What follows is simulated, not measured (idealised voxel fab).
A process module follows: voxel wiring stack.
Section shown: cut. Width: 250 nm. Cell size: 5 nm, square.
Square cells in a grid make up a cross-section in this document, and the grid is given as bands, listed from the top down, each one or more rows of cells.
The entry gives the band's vertical extent as a top height and a bottom height in nm, then its horizontal make-up as materials from left to right, each with a width in nm. "blank" stands for empty space; a single material marked "edge to edge" fills the band edge to edge.
Where do heights start? At 0: under that level the wafer as delivered is made of one material only. And the lowest band has no floor; it just carries on downward, as in "0 down".
Graded width ("30..40"): value in top row of band = first number; value in bottom row = second number; row-to-row change constant.
The designation "remains unaltered", where it is given for a processing step, indicates that no cell of the cross-section was altered in the course of that step.
"Completely sealed voids" contains a list of empty spaces, each no smaller than 8 cells and without an open way to the top, written in the form width x height at distance with the distance from the left edge and all three in nm.
Anything after a step's settings on that line? It's the simulator's own note about the step.
The "overlay nm" setting may appear on a step's line; for a step that uses a mask, it gives how far to the right of its planned position the mask lay, and a negative value indicates the left.

# Below is the list of planned process steps
1,RECEIVE [material Si]
2,CONFORMAL_DEP [material SiO2] [thk nm 10]
3,CONFORMAL_DEP [material SiCN] [thk nm 5]
4,DIRECTIONAL_DEP [material SiO2] [thk nm 15]
5,DIRECTIONAL_DEP [material aC] [thk nm 10]
6,PATTERN [tone open] [mask id METAL_1] [material resist] [width nm 20] [pitch nm 35] [thk nm 25] [overlay nm 0]
7,DIRECTIONAL_ETCH [etch materials aC] [depth nm 10]
8,STRIP [etch materials resist]
9,DIRECTIONAL_ETCH [etch materials SiO2] [depth nm 15]
10,DIRECTIONAL_ETCH [etch materials SiCN] [depth nm 5]
11,STRIP [etch materials aC]
12,CONFORMAL_DEP [material TiN] [thk nm 5]
13,FILL_DEP [material Cu] [thk nm 10]
14,CMP [height nm 30]
15,EPI [material Ru] [thk nm 5]
16,FILL_DEP [material SiCN] [thk nm 5]
17,DIRECTIONAL_DEP [material SiO2] [thk nm 15]
18,DIRECTIONAL_DEP [material aC] [thk nm 10]
19,PATTERN [tone open] [mask id PLUG_1] [material resist] [width nm 15] [pitch nm 70] [thk nm 25] [overlay nm 0]
20,DIRECTIONAL_ETCH [etch materials aC] [depth nm 10]
21,STRIP [etch materials resist]
22,DIRECTIONAL_ETCH [etch materials SiO2] [depth nm 15]
23,DIRECTIONAL_ETCH [etch materials SiCN] [depth nm 5]
24,STRIP [etch materials aC]
25,CONFORMAL_DEP [material TiN] [thk nm 5]
26,FILL_DEP [material W] [thk nm 5]
27,CMP [height nm 55]
28,DIRECTIONAL_DEP [material TiN] [thk nm 5]
29,DIRECTIONAL_DEP [material W] [thk nm 25]
30,MASKED_ETCH [tone cover] [mask id METAL_2] [width nm 20] [pitch nm 35] [etch materials W] [depth nm 25] [overlay nm 0]
31,MASKED_ETCH [tone cover] [mask id METAL_2] [width nm 20] [pitch nm 35] [etch materials TiN] [depth nm 5] [overlay nm 0]
32,CONFORMAL_DEP [material SiN] [thk nm 5]
33,FILL_DEP [material SiO2] [thk nm 5]
34,CMP [height nm 85]
35,CONFORMAL_DEP [material SiCN] [thk nm 5]
36,DIRECTIONAL_DEP [material lowk] [thk nm 25]
37,DIRECTIONAL_DEP [material aC] [thk nm 10]
38,PATTERN [tone open] [mask id METAL_3] [material resist] [width nm 20] [pitch nm 35] [thk nm 25] [overlay nm 0]
39,DIRECTIONAL_ETCH [etch materials aC] [depth nm 10]
40,STRIP [etch materials resist]
41,DIRECTIONAL_ETCH [etch materials lowk] [depth nm 15]
42,STRIP [etch materials aC]
43,PATTERN [tone open] [mask id METAL_3_HOLES] [material resist] [width nm 15] [pitch nm 35] [thk nm 20] [overlay nm 0]
44,DIRECTIONAL_ETCH [etch materials lowk] [depth nm 10]
45,DIRECTIONAL_ETCH [etch materials SiCN] [depth nm 5]
46,STRIP [etch materials resist]
47,CONFORMAL_DEP [material TiN] [thk nm 5]
48,FILL_DEP [material Cu] [thk nm 10]
49,CMP [height nm 115]
50,CONFORMAL_DEP [material SiN] [thk nm 5]

# The first of two wafers, run as planned

# Cross-section: wafer on arrival = after step 1
  0 down | Si edge to edge
  Completely sealed voids: none

# The wafer in cross-section once step 2 is complete
  10 to 0 | SiO2 edge to edge
  Beneath the level 0, the cross-section is identical to its previous state.

# The wafer in cross-section once step 3 is complete
  15 to 10 | SiCN edge to edge
  Beneath the level 10, the cross-section is identical to its previous state.

# The wafer in cross-section once step 4 is complete
  30 to 15 | SiO2 edge to edge
  Beneath the level 15, the cross-section is identical to its previous state.

# The wafer in cross-section once step 5 is complete
  40 to 30 | aC edge to edge
  Beneath the level 30, the cross-section is identical to its previous state.

# The wafer in cross-section once step 6 is complete
  65 to 40 | resist: 80 | blank: 20 | resist: 15 | blank: 20 | resist: 15 | blank: 20 | resist: 80
  Beneath the level 40, the cross-section is identical to its previous state.

# The wafer in cross-section once step 7 is complete
  55 to 40 | resist: 80 | blank: 20 | resist: 15 | blank: 20 | resist: 15 | blank: 20 | resist: 80
  40 to 30 | aC: 80 | blank: 20 | aC: 15 | blank: 20 | aC: 15 | blank: 20 | aC: 80
  Beneath the level 30, the cross-section is identical to its previous state.

# The wafer in cross-section once step 8 is complete
  40 to 30 | aC: 80 | blank: 20 | aC: 15 | blank: 20 | aC: 15 | blank: 20 | aC: 80
  Beneath the level 30, the cross-section is identical to its previous state.

# The wafer in cross-section once step 9 is complete
  40 to 30 | aC: 80 | blank: 20 | aC: 15 | blank: 20 | aC: 15 | blank: 20 | aC: 80
  30 to 15 | SiO2: 80 | blank: 20 | SiO2: 15 | blank: 20 | SiO2: 15 | blank: 20 | SiO2: 80
  Beneath the level 15, the cross-section is identical to its previous state.

# The wafer in cross-section once step 10 is complete
  40 to 30 | aC: 80 | blank: 20 | aC: 15 | blank: 20 | aC: 15 | blank: 20 | aC: 80
  30 to 15 | SiO2: 80 | blank: 20 | SiO2: 15 | blank: 20 | SiO2: 15 | blank: 20 | SiO2: 80
  15 to 10 | SiCN: 80 | blank: 20 | SiCN: 15 | blank: 20 | SiCN: 15 | blank: 20 | SiCN: 80
  Beneath the level 10, the cross-section is identical to its previous state.

# The wafer in cross-section once step 11 is complete
  30 to 15 | SiO2: 80 | blank: 20 | SiO2: 15 | blank: 20 | SiO2: 15 | blank: 20 | SiO2: 80
  Beneath the level 15, the cross-section is identical to its previous state.

# The wafer in cross-section once step 12 is complete
  35 to 30 | TiN: 85 | blank: 10 | TiN: 25 | blank: 10 | TiN: 25 | blank: 10 | TiN: 85
  30 to 15 | SiO2: 80 | TiN: 5 | blank: 10 | TiN: 5 | SiO2: 15 | TiN: 5 | blank: 10 | TiN: 5 | SiO2: 15 | TiN: 5 | blank: 10 | TiN: 5 | SiO2: 80
  15 to 10 | SiCN: 80 | TiN: 20 | SiCN: 15 | TiN: 20 | SiCN: 15 | TiN: 20 | SiCN: 80
  Beneath the level 10, the cross-section is identical to its previous state.

# The wafer in cross-section once step 13 is complete
  45 to 35 | Cu edge to edge
  35 to 30 | TiN: 85 | Cu: 10 | TiN: 25 | Cu: 10 | TiN: 25 | Cu: 10 | TiN: 85
  30 to 15 | SiO2: 80 | TiN: 5 | Cu: 10 | TiN: 5 | SiO2: 15 | TiN: 5 | Cu: 10 | TiN: 5 | SiO2: 15 | TiN: 5 | Cu: 10 | TiN: 5 | SiO2: 80
  Beneath the level 15, the cross-section is identical to its previous state.

# The wafer in cross-section once step 14 is complete
  30 to 15 | SiO2: 80 | TiN: 5 | Cu: 10 | TiN: 5 | SiO2: 15 | TiN: 5 | Cu: 10 | TiN: 5 | SiO2: 15 | TiN: 5 | Cu: 10 | TiN: 5 | SiO2: 80
  Beneath the level 15, the cross-section is identical to its previous state.

# The wafer in cross-section once step 15 is complete
  35 to 30 | blank: 75 | Ru: 30 | blank: 5 | Ru: 30 | blank: 5 | Ru: 30 | blank: 75
  Beneath the level 30, the cross-section is identical to its previous state.

# The wafer in cross-section once step 16 is complete
  40 to 35 | SiCN edge to edge
  35 to 30 | SiCN: 75 | Ru: 30 | SiCN: 5 | Ru: 30 | SiCN: 5 | Ru: 30 | SiCN: 75
  Beneath the level 30, the cross-section is identical to its previous state.

# The wafer in cross-section once step 17 is complete
  55 to 40 | SiO2 edge to edge
  Beneath the level 40, the cross-section is identical to its previous state.

# The wafer in cross-section once step 18 is complete
  65 to 55 | aC edge to edge
  Beneath the level 55, the cross-section is identical to its previous state.

# The wafer in cross-section once step 19 is complete
  90 to 65 | resist: 80 | blank: 15 | resist: 55 | blank: 15 | resist: 85
  Beneath the level 65, the cross-section is identical to its previous state.

# The wafer in cross-section once step 20 is complete
  80 to 65 | resist: 80 | blank: 15 | resist: 55 | blank: 15 | resist: 85
  65 to 55 | aC: 80 | blank: 15 | aC: 55 | blank: 15 | aC: 85
  Beneath the level 55, the cross-section is identical to its previous state.

# The wafer in cross-section once step 21 is complete
  65 to 55 | aC: 80 | blank: 15 | aC: 55 | blank: 15 | aC: 85
  Beneath the level 55, the cross-section is identical to its previous state.

# The wafer in cross-section once step 22 is complete
  65 to 55 | aC: 80 | blank: 15 | aC: 55 | blank: 15 | aC: 85
  55 to 40 | SiO2: 80 | blank: 15 | SiO2: 55 | blank: 15 | SiO2: 85
  Beneath the level 40, the cross-section is identical to its previous state.

# The wafer in cross-section once step 23 is complete
  65 to 55 | aC: 80 | blank: 15 | aC: 55 | blank: 15 | aC: 85
  55 to 40 | SiO2: 80 | blank: 15 | SiO2: 55 | blank: 15 | SiO2: 85
  40 to 35 | SiCN: 80 | blank: 15 | SiCN: 55 | blank: 15 | SiCN: 85
  Beneath the level 35, the cross-section is identical to its previous state.

# The wafer in cross-section once step 24 is complete
  55 to 40 | SiO2: 80 | blank: 15 | SiO2: 55 | blank: 15 | SiO2: 85
  Beneath the level 40, the cross-section is identical to its previous state.

# The wafer in cross-section once step 25 is complete
  60 to 55 | TiN: 85 | blank: 5 | TiN: 65 | blank: 5 | TiN: 90
  55 to 40 | SiO2: 80 | TiN: 5 | blank: 5 | TiN: 5 | SiO2: 55 | TiN: 5 | blank: 5 | TiN: 5 | SiO2: 85
  40 to 35 | SiCN: 80 | TiN: 15 | SiCN: 55 | TiN: 15 | SiCN: 85
  Beneath the level 35, the cross-section is identical to its previous state.

# The wafer in cross-section once step 26 is complete
  65 to 60 | W edge to edge
  60 to 55 | TiN: 85 | W: 5 | TiN: 65 | W: 5 | TiN: 90
  55 to 40 | SiO2: 80 | TiN: 5 | W: 5 | TiN: 5 | SiO2: 55 | TiN: 5 | W: 5 | TiN: 5 | SiO2: 85
  Beneath the level 40, the cross-section is identical to its previous state.

# The wafer in cross-section once step 27 is complete
  55 to 40 | SiO2: 80 | TiN: 5 | W: 5 | TiN: 5 | SiO2: 55 | TiN: 5 | W: 5 | TiN: 5 | SiO2: 85
  Beneath the level 40, the cross-section is identical to its previous state.

# The wafer in cross-section once step 28 is complete
  60 to 55 | TiN edge to edge
  Beneath the level 55, the cross-section is identical to its previous state.

# The wafer in cross-section once step 29 is complete
  85 to 60 | W edge to edge
  Beneath the level 60, the cross-section is identical to its previous state.

# The wafer in cross-section once step 30 is complete
  85 to 60 | blank: 80 | W: 20 | blank: 15 | W: 20 | blank: 15 | W: 20 | blank: 80
  Beneath the level 60, the cross-section is identical to its previous state.

# The wafer in cross-section once step 31 is complete
  85 to 60 | blank: 80 | W: 20 | blank: 15 | W: 20 | blank: 15 | W: 20 | blank: 80
  60 to 55 | blank: 80 | TiN: 20 | blank: 15 | TiN: 20 | blank: 15 | TiN: 20 | blank: 80
  Beneath the level 55, the cross-section is identical to its previous state.

# The wafer in cross-section once step 32 is complete
  90 to 85 | blank: 75 | SiN: 30 | blank: 5 | SiN: 30 | blank: 5 | SiN: 30 | blank: 75
  85 to 60 | blank: 75 | SiN: 5 | W: 20 | SiN: 5 | blank: 5 | SiN: 5 | W: 20 | SiN: 5 | blank: 5 | SiN: 5 | W: 20 | SiN: 5 | blank: 75
  60 to 55 | SiN: 80 | TiN: 20 | SiN: 15 | TiN: 20 | SiN: 15 | TiN: 20 | SiN: 80
  Beneath the level 55, the cross-section is identical to its previous state.

# The wafer in cross-section once step 33 is complete
  95 to 90 | SiO2 edge to edge
  90 to 85 | SiO2: 75 | SiN: 30 | SiO2: 5 | SiN: 30 | SiO2: 5 | SiN: 30 | SiO2: 75
  85 to 60 | SiO2: 75 | SiN: 5 | W: 20 | SiN: 5 | SiO2: 5 | SiN: 5 | W: 20 | SiN: 5 | SiO2: 5 | SiN: 5 | W: 20 | SiN: 5 | SiO2: 75
  Beneath the level 60, the cross-section is identical to its previous state.

# The wafer in cross-section once step 34 is complete
  85 to 60 | SiO2: 75 | SiN: 5 | W: 20 | SiN: 5 | SiO2: 5 | SiN: 5 | W: 20 | SiN: 5 | SiO2: 5 | SiN: 5 | W: 20 | SiN: 5 | SiO2: 75
  Beneath the level 60, the cross-section is identical to its previous state.

# The wafer in cross-section once step 35 is complete
  90 to 85 | SiCN edge to edge
  Beneath the level 85, the cross-section is identical to its previous state.

# The wafer in cross-section once step 36 is complete
  115 to 90 | lowk edge to edge
  Beneath the level 90, the cross-section is identical to its previous state.

# The wafer in cross-section once step 37 is complete
  125 to 115 | aC edge to edge
  Beneath the level 115, the cross-section is identical to its previous state.

# The wafer in cross-section once step 38 is complete
  150 to 125 | resist: 80 | blank: 20 | resist: 15 | blank: 20 | resist: 15 | blank: 20 | resist: 80
  Beneath the level 125, the cross-section is identical to its previous state.

# The wafer in cross-section once step 39 is complete
  140 to 125 | resist: 80 | blank: 20 | resist: 15 | blank: 20 | resist: 15 | blank: 20 | resist: 80
  125 to 115 | aC: 80 | blank: 20 | aC: 15 | blank: 20 | aC: 15 | blank: 20 | aC: 80
  Beneath the level 115, the cross-section is identical to its previous state.

# The wafer in cross-section once step 40 is complete
  125 to 115 | aC: 80 | blank: 20 | aC: 15 | blank: 20 | aC: 15 | blank: 20 | aC: 80
  Beneath the level 115, the cross-section is identical to its previous state.

# The wafer in cross-section once step 41 is complete
  125 to 115 | aC: 80 | blank: 20 | aC: 15 | blank: 20 | aC: 15 | blank: 20 | aC: 80
  115 to 100 | lowk: 80 | blank: 20 | lowk: 15 | blank: 20 | lowk: 15 | blank: 20 | lowk: 80
  Beneath the level 100, the cross-section is identical to its previous state.

# The wafer in cross-section once step 42 is complete
  115 to 100 | lowk: 80 | blank: 20 | lowk: 15 | blank: 20 | lowk: 15 | blank: 20 | lowk: 80
  Beneath the level 100, the cross-section is identical to its previous state.

# The wafer in cross-section once step 43 is complete
  135 to 115 | resist: 80 | blank: 15 | resist: 20 | blank: 15 | resist: 20 | blank: 15 | resist: 85
  115 to 100 | lowk: 80 | blank: 15 | resist: 5 | lowk: 15 | blank: 15 | resist: 5 | lowk: 15 | blank: 15 | resist: 5 | lowk: 80
  Beneath the level 100, the cross-section is identical to its previous state.

# The wafer in cross-section once step 44 is complete
  135 to 115 | resist: 80 | blank: 15 | resist: 20 | blank: 15 | resist: 20 | blank: 15 | resist: 85
  115 to 100 | lowk: 80 | blank: 15 | resist: 5 | lowk: 15 | blank: 15 | resist: 5 | lowk: 15 | blank: 15 | resist: 5 | lowk: 80
  100 to 90 | lowk: 80 | blank: 15 | lowk: 20 | blank: 15 | lowk: 20 | blank: 15 | lowk: 85
  Beneath the level 90, the cross-section is identical to its previous state.

# The wafer in cross-section once step 45 is complete
  135 to 115 | resist: 80 | blank: 15 | resist: 20 | blank: 15 | resist: 20 | blank: 15 | resist: 85
  115 to 100 | lowk: 80 | blank: 15 | resist: 5 | lowk: 15 | blank: 15 | resist: 5 | lowk: 15 | blank: 15 | resist: 5 | lowk: 80
  100 to 90 | lowk: 80 | blank: 15 | lowk: 20 | blank: 15 | lowk: 20 | blank: 15 | lowk: 85
  90 to 85 | SiCN: 80 | blank: 15 | SiCN: 20 | blank: 15 | SiCN: 20 | blank: 15 | SiCN: 85
  Beneath the level 85, the cross-section is identical to its previous state.

# The wafer in cross-section once step 46 is complete
  115 to 100 | lowk: 80 | blank: 20 | lowk: 15 | blank: 20 | lowk: 15 | blank: 20 | lowk: 80
  Beneath the level 100, the cross-section is identical to its previous state.

# The wafer in cross-section once step 47 is complete
  120 to 115 | TiN: 85 | blank: 10 | TiN: 25 | blank: 10 | TiN: 25 | blank: 10 | TiN: 85
  115 to 105 | lowk: 80 | TiN: 5 | blank: 10 | TiN: 5 | lowk: 15 | TiN: 5 | blank: 10 | TiN: 5 | lowk: 15 | TiN: 5 | blank: 10 | TiN: 5 | lowk: 80
  105 to 100 | lowk: 80 | TiN: 5 | blank: 5 | TiN: 10 | lowk: 15 | TiN: 5 | blank: 5 | TiN: 10 | lowk: 15 | TiN: 5 | blank: 5 | TiN: 10 | lowk: 80
  100 to 90 | lowk: 80 | TiN: 5 | blank: 5 | TiN: 5 | lowk: 20 | TiN: 5 | blank: 5 | TiN: 5 | lowk: 20 | TiN: 5 | blank: 5 | TiN: 5 | lowk: 85
  90 to 85 | SiCN: 80 | TiN: 15 | SiCN: 20 | TiN: 15 | SiCN: 20 | TiN: 15 | SiCN: 85
  Beneath the level 85, the cross-section is identical to its previous state.

# The wafer in cross-section once step 48 is complete
  130 to 120 | Cu edge to edge
  120 to 115 | TiN: 85 | Cu: 10 | TiN: 25 | Cu: 10 | TiN: 25 | Cu: 10 | TiN: 85
  115 to 105 | lowk: 80 | TiN: 5 | Cu: 10 | TiN: 5 | lowk: 15 | TiN: 5 | Cu: 10 | TiN: 5 | lowk: 15 | TiN: 5 | Cu: 10 | TiN: 5 | lowk: 80
  105 to 100 | lowk: 80 | TiN: 5 | Cu: 5 | TiN: 10 | lowk: 15 | TiN: 5 | Cu: 5 | TiN: 10 | lowk: 15 | TiN: 5 | Cu: 5 | TiN: 10 | lowk: 80
  100 to 90 | lowk: 80 | TiN: 5 | Cu: 5 | TiN: 5 | lowk: 20 | TiN: 5 | Cu: 5 | TiN: 5 | lowk: 20 | TiN: 5 | Cu: 5 | TiN: 5 | lowk: 85
  Beneath the level 90, the cross-section is identical to its previous state.

# The wafer in cross-section once step 49 is complete
  115 to 105 | lowk: 80 | TiN: 5 | Cu: 10 | TiN: 5 | lowk: 15 | TiN: 5 | Cu: 10 | TiN: 5 | lowk: 15 | TiN: 5 | Cu: 10 | TiN: 5 | lowk: 80
  Beneath the level 105, the cross-section is identical to its previous state.

# The wafer in cross-section once step 50 is complete
  120 to 115 | SiN edge to edge
  Beneath the level 115, the cross-section is identical to its previous state.

# Wafer two. Identical start, identical plan. One mistake in execution. Identical history through step 42

# At the planned end of step 43, the second wafer in cross-section
  135 to 115 | resist: 85 | blank: 15 | resist: 20 | blank: 15 | resist: 20 | blank: 15 | resist: 80
  115 to 100 | lowk: 80 | resist: 5 | blank: 15 | lowk: 15 | resist: 5 | blank: 15 | lowk: 15 | resist: 5 | blank: 15 | lowk: 80
  Beneath the level 100, the cross-section is identical to its previous state.

# At the planned end of step 44, the second wafer in cross-section
  135 to 115 | resist: 85 | blank: 15 | resist: 20 | blank: 15 | resist: 20 | blank: 15 | resist: 80
  115 to 100 | lowk: 80 | resist: 5 | blank: 15 | lowk: 15 | resist: 5 | blank: 15 | lowk: 15 | resist: 5 | blank: 15 | lowk: 80
  100 to 90 | lowk: 85 | blank: 15 | lowk: 20 | blank: 15 | lowk: 20 | blank: 15 | lowk: 80
  Beneath the level 90, the cross-section is identical to its previous state.

# At the planned end of step 45, the second wafer in cross-section
  135 to 115 | resist: 85 | blank: 15 | resist: 20 | blank: 15 | resist: 20 | blank: 15 | resist: 80
  115 to 100 | lowk: 80 | resist: 5 | blank: 15 | lowk: 15 | resist: 5 | blank: 15 | lowk: 15 | resist: 5 | blank: 15 | lowk: 80
  100 to 90 | lowk: 85 | blank: 15 | lowk: 20 | blank: 15 | lowk: 20 | blank: 15 | lowk: 80
  90 to 85 | SiCN: 85 | blank: 15 | SiCN: 20 | blank: 15 | SiCN: 20 | blank: 15 | SiCN: 80
  Beneath the level 85, the cross-section is identical to its previous state.

# At the planned end of step 46, the second wafer in cross-section
  115 to 100 | lowk: 80 | blank: 20 | lowk: 15 | blank: 20 | lowk: 15 | blank: 20 | lowk: 80
  Beneath the level 100, the cross-section is identical to its previous state.

# At the planned end of step 47, the second wafer in cross-section
  120 to 115 | TiN: 85 | blank: 10 | TiN: 25 | blank: 10 | TiN: 25 | blank: 10 | TiN: 85
  115 to 105 | lowk: 80 | TiN: 5 | blank: 10 | TiN: 5 | lowk: 15 | TiN: 5 | blank: 10 | TiN: 5 | lowk: 15 | TiN: 5 | blank: 10 | TiN: 5 | lowk: 80
  105 to 100 | lowk: 80 | TiN: 10 | blank: 5 | TiN: 5 | lowk: 15 | TiN: 10 | blank: 5 | TiN: 5 | lowk: 15 | TiN: 10 | blank: 5 | TiN: 5 | lowk: 80
  100 to 90 | lowk: 85 | TiN: 5 | blank: 5 | TiN: 5 | lowk: 20 | TiN: 5 | blank: 5 | TiN: 5 | lowk: 20 | TiN: 5 | blank: 5 | TiN: 5 | lowk: 80
  90 to 85 | SiCN: 85 | TiN: 15 | SiCN: 20 | TiN: 15 | SiCN: 20 | TiN: 15 | SiCN: 80
  Beneath the level 85, the cross-section is identical to its previous state.

# At the planned end of step 48, the second wafer in cross-section
  130 to 120 | Cu edge to edge
  120 to 115 | TiN: 85 | Cu: 10 | TiN: 25 | Cu: 10 | TiN: 25 | Cu: 10 | TiN: 85
  115 to 105 | lowk: 80 | TiN: 5 | Cu: 10 | TiN: 5 | lowk: 15 | TiN: 5 | Cu: 10 | TiN: 5 | lowk: 15 | TiN: 5 | Cu: 10 | TiN: 5 | lowk: 80
  105 to 100 | lowk: 80 | TiN: 10 | Cu: 5 | TiN: 5 | lowk: 15 | TiN: 10 | Cu: 5 | TiN: 5 | lowk: 15 | TiN: 10 | Cu: 5 | TiN: 5 | lowk: 80
  100 to 90 | lowk: 85 | TiN: 5 | Cu: 5 | TiN: 5 | lowk: 20 | TiN: 5 | Cu: 5 | TiN: 5 | lowk: 20 | TiN: 5 | Cu: 5 | TiN: 5 | lowk: 80
  Beneath the level 90, the cross-section is identical to its previous state.

# At the planned end of step 49, the second wafer in cross-section
  115 to 105 | lowk: 80 | TiN: 5 | Cu: 10 | TiN: 5 | lowk: 15 | TiN: 5 | Cu: 10 | TiN: 5 | lowk: 15 | TiN: 5 | Cu: 10 | TiN: 5 | lowk: 80
  Beneath the level 105, the cross-section is identical to its previous state.

# At the planned end of step 50, the second wafer in cross-section
  120 to 115 | SiN edge to edge
  Beneath the level 115, the cross-section is identical to its previous state.
Short version of what went wrong: step 43 off recipe, ran as PATTERN [tone open] [mask id METAL_3_HOLES] [material resist] [width nm 15] [pitch nm 35] [thk nm 20] [overlay nm 5]
Cell counts per material: same on both final wafers. Positions: different.
